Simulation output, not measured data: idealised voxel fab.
Process module heading - voxel transistor to metal
Shown is cross-section cut, with a width of 290 nm and square cells of size 5 nm.
Just so we're on the same page, the cross-sections are grids of square cells, and they're listed out in bands top to bottom, each band one or more rows deep. First you get the band's top height and its bottom height, in nm, and then the materials it's made of, left to right, with each width in nm. If you see a single material with "edge to edge", that one covers the band edge to edge. "blank" is empty space. The level at which height equals 0 is the one under which the wafer, as it arrives, is entirely one material. No lower edge exists for the bottom band, which continues downward and is notated as in "top 0, no bottom". Quick explanation for "30->40": the width changes in equal steps down the rows of cells, from the first number in the band's top row to the second number in its bottom row. Given "same as before" for a step, no cell of the cross-section differs between before and after that step. Each empty space that has no open way to the top and spans at least 8 cells appears under "Enclosed void entries" as width x height at distance, the distance counted from the left edge, all in nm. It should be noted that, on the line of a given step, the content following the step's settings is a remark produced by the simulator itself with respect to that step. overlay nm: step with mask; distance mask lay right of planned place; negative value = left of planned place.
Listed below are the process steps as planned:
- 1: RECEIVE with material Si
- 2: OXIDIZE with depth nm 5
- 3: CONFORMAL_DEP with material SiN, thk nm 10
- 4: MASKED_ETCH with tone cover, mask id ACTIVE, width nm 95, pitch nm 115, etch materials SiN, depth nm 10, overlay nm 0
- 5: MASKED_ETCH with tone cover, mask id ACTIVE, width nm 95, pitch nm 115, etch materials SiO2, depth nm 5, overlay nm 0
- 6: MASKED_ETCH with tone cover, mask id ACTIVE, width nm 95, pitch nm 115, etch materials Si, depth nm 35, overlay nm 0
- 7: FILL_DEP with material SiO2, thk nm 10
- 8: CMP with height nm 10
- 9: SELECTIVE_ETCH with etch materials SiO2, depth nm 5
- 10: STRIP with etch materials SiN
- 11: SELECTIVE_ETCH with etch materials SiO2, depth nm 5
- 12: OXIDIZE with depth nm 5
- 13: DIRECTIONAL_DEP with material polySi, thk nm 20
- 14: DIRECTIONAL_DEP with material SiCN, thk nm 10
- 15: MASKED_ETCH with tone cover, mask id GATE, width nm 15, pitch nm 115, etch materials SiCN, depth nm 20, overlay nm 0
- 16: MASKED_ETCH with tone cover, mask id GATE, width nm 15, pitch nm 115, etch materials polySi, depth nm 30, overlay nm 0
- 17: CONFORMAL_DEP with material SiO2, thk nm 5
- 18: DIRECTIONAL_ETCH with etch materials SiO2, depth nm 5
- 19: CONFORMAL_DEP with material SiN, thk nm 10
- 20: DIRECTIONAL_ETCH with etch materials SiN, depth nm 10
- 21: DIRECTIONAL_ETCH with etch materials SiO2, depth nm 5
- 22: DIRECTIONAL_ETCH with etch materials Si, depth nm 10
- 23: EPI with material nSi, thk nm 10
- 24: FILL_DEP with material SiO2, thk nm 10
- 25: CMP with height nm 25
- 26: DIRECTIONAL_DEP with material SiO2, thk nm 15
- 27: PATTERN with tone open, mask id CONTACT, material resist, width nm 20, thk nm 15, overlay nm 0
- 28: DIRECTIONAL_ETCH with etch materials SiO2, depth nm 40
- 29: STRIP with etch materials resist
- 30: CONFORMAL_DEP with material TiN, thk nm 5
- 31: FILL_DEP with material W, thk nm 10
- 32: CMP with height nm 40
- 33: CONFORMAL_DEP with material SiN, thk nm 5
- 34: DIRECTIONAL_DEP with material lowk, thk nm 20
- 35: DIRECTIONAL_DEP with material aC, thk nm 10
- 36: PATTERN with tone open, mask id METAL_1, material resist, width nm 20, thk nm 25, overlay nm 0
- 37: DIRECTIONAL_ETCH with etch materials aC, depth nm 10
- 38: STRIP with etch materials resist
- 39: DIRECTIONAL_ETCH with etch materials lowk, depth nm 20
- 40: DIRECTIONAL_ETCH with etch materials SiN, depth nm 5
- 41: STRIP with etch materials aC
- 42: CONFORMAL_DEP with material TiN, thk nm 5
- 43: FILL_DEP with material Cu, thk nm 5
- 44: CMP with height nm 65
- 45: CONFORMAL_DEP with material SiCN, thk nm 5
- 46: DIRECTIONAL_DEP with material lowk, thk nm 30
- 47: DIRECTIONAL_DEP with material aC, thk nm 15
- 48: PATTERN with tone open, mask id METAL_2, material resist, width nm 20, pitch nm 115, thk nm 35, overlay nm 0
- 49: DIRECTIONAL_ETCH with etch materials aC, depth nm 15
- 50: STRIP with etch materials resist
- 51: DIRECTIONAL_ETCH with etch materials lowk, depth nm 20
- 52: STRIP with etch materials aC
- 53: MASKED_ETCH with tone open, mask id METAL_2_HOLES, width nm 15, pitch nm 115, etch materials lowk, depth nm 10, overlay nm 0
- 54: MASKED_ETCH with tone open, mask id METAL_2_HOLES, width nm 15, pitch nm 115, etch materials SiCN, depth nm 5, overlay nm 0
- 55: CONFORMAL_DEP with material TiN, thk nm 5
- 56: FILL_DEP with material Cu, thk nm 5
- 57: CMP with height nm 100
- 58: CONFORMAL_DEP with material SiCN, thk nm 5
Wafer cross-section on receipt, i.e. after step 1:
  top 0, no bottom: Si edge to edge
  Enclosed void entries: none
Cross-section, end of module. Start: as above. Plan: as above. Execution: one mistake:
  top 105, bottom 100: SiCN edge to edge
  top 100, bottom 85: 45 of lowk | 5 of TiN | 10 of Cu | 5 of TiN | 95 of lowk | 5 of TiN | 10 of Cu | 5 of TiN | 110 of lowk
  top 85, bottom 80: 45 of lowk | 5 of TiN | 5 of Cu | 10 of TiN | 95 of lowk | 5 of TiN | 5 of Cu | 10 of TiN | 110 of lowk
  top 80, bottom 70: 45 of lowk | 5 of TiN | 5 of Cu | 5 of TiN | 100 of lowk | 5 of TiN | 5 of Cu | 5 of TiN | 115 of lowk
  top 70, bottom 65: 45 of SiCN | 15 of TiN | 100 of SiCN | 15 of TiN | 115 of SiCN
  top 65, bottom 45: 45 of lowk | 5 of TiN | 10 of Cu | 5 of TiN | 45 of lowk | 5 of TiN | 10 of Cu | 5 of TiN | 30 of lowk | 5 of TiN | 10 of Cu | 5 of TiN | 45 of lowk | 5 of TiN | 10 of Cu | 5 of TiN | 45 of lowk
  top 45, bottom 40: 45 of SiN | 20 of TiN | 45 of SiN | 20 of TiN | 30 of SiN | 20 of TiN | 45 of SiN | 20 of TiN | 45 of SiN
  top 40, bottom 25: 45 of SiO2 | 5 of TiN | 10 of W | 5 of TiN | 45 of SiO2 | 5 of TiN | 10 of W | 5 of TiN | 30 of SiO2 | 5 of TiN | 10 of W | 5 of TiN | 45 of SiO2 | 5 of TiN | 10 of W | 5 of TiN | 45 of SiO2
  top 25, bottom 15: 45 of SiO2 | 5 of TiN | 10 of W | 5 of TiN | 10 of SiN | 5 of SiO2 | 15 of SiCN | 5 of SiO2 | 10 of SiN | 5 of TiN | 10 of W | 5 of TiN | 30 of SiO2 | 5 of TiN | 10 of W | 5 of TiN | 10 of SiN | 5 of SiO2 | 15 of SiCN | 5 of SiO2 | 10 of SiN | 5 of TiN | 10 of W | 5 of TiN | 45 of SiO2
  top 15, bottom 5: 45 of SiO2 | 5 of TiN | 10 of W | 5 of TiN | 10 of SiN | 5 of SiO2 | 15 of polySi | 5 of SiO2 | 10 of SiN | 5 of TiN | 10 of W | 5 of TiN | 30 of SiO2 | 5 of TiN | 10 of W | 5 of TiN | 10 of SiN | 5 of SiO2 | 15 of polySi | 5 of SiO2 | 10 of SiN | 5 of TiN | 10 of W | 5 of TiN | 45 of SiO2
  top 5, bottom 0: 45 of SiO2 | 20 of TiN | 10 of SiN | 5 of SiO2 | 15 of polySi | 5 of SiO2 | 10 of SiN | 20 of TiN | 30 of SiO2 | 20 of TiN | 10 of SiN | 5 of SiO2 | 15 of polySi | 5 of SiO2 | 10 of SiN | 20 of TiN | 45 of SiO2
  top 0, bottom -5: 40 of SiO2 | 10 of SiN | 15 of SiO2 | 10 of SiN | 5 of SiO2 | 15 of polySi | 5 of SiO2 | 10 of SiN | 15 of SiO2 | 10 of SiN | 20 of SiO2 | 10 of SiN | 15 of SiO2 | 10 of SiN | 5 of SiO2 | 15 of polySi | 5 of SiO2 | 10 of SiN | 15 of SiO2 | 10 of SiN | 40 of SiO2
  top -5, bottom -15: SiO2 edge to edge
  top -15, no bottom: Si edge to edge
  Enclosed void entries: none
It is concluded that the wafer was processed incorrectly with respect to the plan, in that the process deviated at step 2: the operation and settings actually run there were OXIDIZE with depth nm 15
